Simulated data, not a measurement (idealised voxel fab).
Process module name: voxel self aligned contacts
Displayed cross-section: cut, width of 175 nm, square cells sized 5 nm.
Heads up, the way a cross-section reads in here is a grid of square cells, handed over as bands from the top down, with every band being one or more rows of cells.
For a band, the entry starts with two heights in nm, that of the top and then that of the bottom, and carries on with the band's materials in order from left to right, each alongside its width in nm; the word "edge to edge" beside a single material means it fills the band edge to edge, and "air" means empty space.
Height datum 0, below which the as-received substrate wafer is one material. Lowest band open at the bottom, running downward: "0..down".
So if you see something like "30 to 40" for the width, read it as the top row of the band sitting at the first number and the bottom row at the second, with every row in between moving by the same amount as the last.
"all unchanged", as given for a step, is the statement that not any cell of the cross-section underwent a change during that step.
In the "Trapped cavities" entry, you get each enclosed empty space of 8 cells or more, one with no open way to the top, written width x height at distance, distance from the left edge, in nm.
Where a step's line continues beyond its settings, the continuation is a remark by the simulator itself on that step.
overlay nm: right-of-plan distance of the mask on a masked step; negative values mean left-of-plan.

### Here's what the planned process steps look like
- 1: RECEIVE [material Si]
- 2: CONFORMAL_DEP [material SiO2] [thk nm 5]
- 3: DIRECTIONAL_DEP [material polySi] [thk nm 25]
- 4: DIRECTIONAL_DEP [material SiN] [thk nm 15]
- 5: DIRECTIONAL_DEP [material aC] [thk nm 10]
- 6: PATTERN [tone cover] [mask id GATE] [material resist] [width nm 30] [pitch nm 60] [thk nm 30] [overlay nm 0]
- 7: DIRECTIONAL_ETCH [etch materials aC] [depth nm 10]
- 8: STRIP [etch materials resist]
- 9: DIRECTIONAL_ETCH [etch materials SiN] [depth nm 15]
- 10: DIRECTIONAL_ETCH [etch materials polySi] [depth nm 25]
- 11: STRIP [etch materials aC]
- 12: CONFORMAL_DEP [material SiN] [thk nm 5]
- 13: DIRECTIONAL_ETCH [etch materials SiN] [depth nm 5]
- 14: FILL_DEP [material SiO2] [thk nm 15]
- 15: CMP [height nm 55]
- 16: DIRECTIONAL_DEP [material aC] [thk nm 10]
- 17: PATTERN [tone open] [mask id CONTACT] [material resist] [width nm 40] [thk nm 30] [overlay nm 0]
- 18: DIRECTIONAL_ETCH [etch materials aC] [depth nm 10]
- 19: STRIP [etch materials resist]
- 20: DIRECTIONAL_ETCH [etch materials SiO2] [depth nm 55]
- 21: STRIP [etch materials aC]
- 22: CONFORMAL_DEP [material TiN] [thk nm 5]
- 23: FILL_DEP [material Ru] [thk nm 5]
- 24: CMP [height nm 55]
- 25: CONFORMAL_DEP [material SiCN] [thk nm 5]

### Here's what the wafer looked like in cross-section when it arrived - that's after step 1
0..down  Si edge to edge
Trapped cavities: none

### Cross-section: first of two wafers, module finished, run according to plan
60..55  SiCN edge to edge
55..45  65 SiO2 / 5 to 15 TiN / 30 to 10 Ru / 5 to 15 TiN / 70 SiO2
45..30  35 SiO2 / 40 SiN / 5 TiN / 10 Ru / 5 TiN / 40 SiN / 40 SiO2
30..5  35 SiO2 / 5 SiN / 30 polySi / 5 SiN / 5 TiN / 10 Ru / 5 TiN / 5 SiN / 30 polySi / 5 SiN / 40 SiO2
5..0  75 SiO2 / 20 TiN / 80 SiO2
0..down  Si edge to edge
Trapped cavities: none

### Cross-section of the latter of the two wafers at module completion. It had an identical start and an identical plan to the former; in running it, one mistake was made
60..55  SiCN edge to edge
55..45  65 SiO2 / 5 to 15 TiN / 30 to 10 Ru / 5 to 15 TiN / 70 SiO2
45..30  35 SiO2 / 40 SiN / 5 TiN / 10 Ru / 5 TiN / 40 SiN / 40 SiO2
30..15  35 SiO2 / 5 SiN / 30 polySi / 5 SiN / 5 TiN / 10 Ru / 5 TiN / 5 SiN / 30 polySi / 5 SiN / 40 SiO2
15..10  35 SiO2 / 5 SiN / 30 polySi / 5 SiN / 20 TiN / 5 SiN / 30 polySi / 5 SiN / 40 SiO2
10..5  40 SiN / 30 polySi / 30 SiN / 30 polySi / 45 SiN
5..0  SiO2 edge to edge
0..down  Si edge to edge
Trapped cavities: none
Diagnosis: sequence error: steps 12 and 13 interchanged
Count the cells at the end and the second wafer has more or fewer of some materials than the first: 4 fewer of Ru | 19 more of SiN | 11 fewer of SiO2 | 4 fewer of TiN
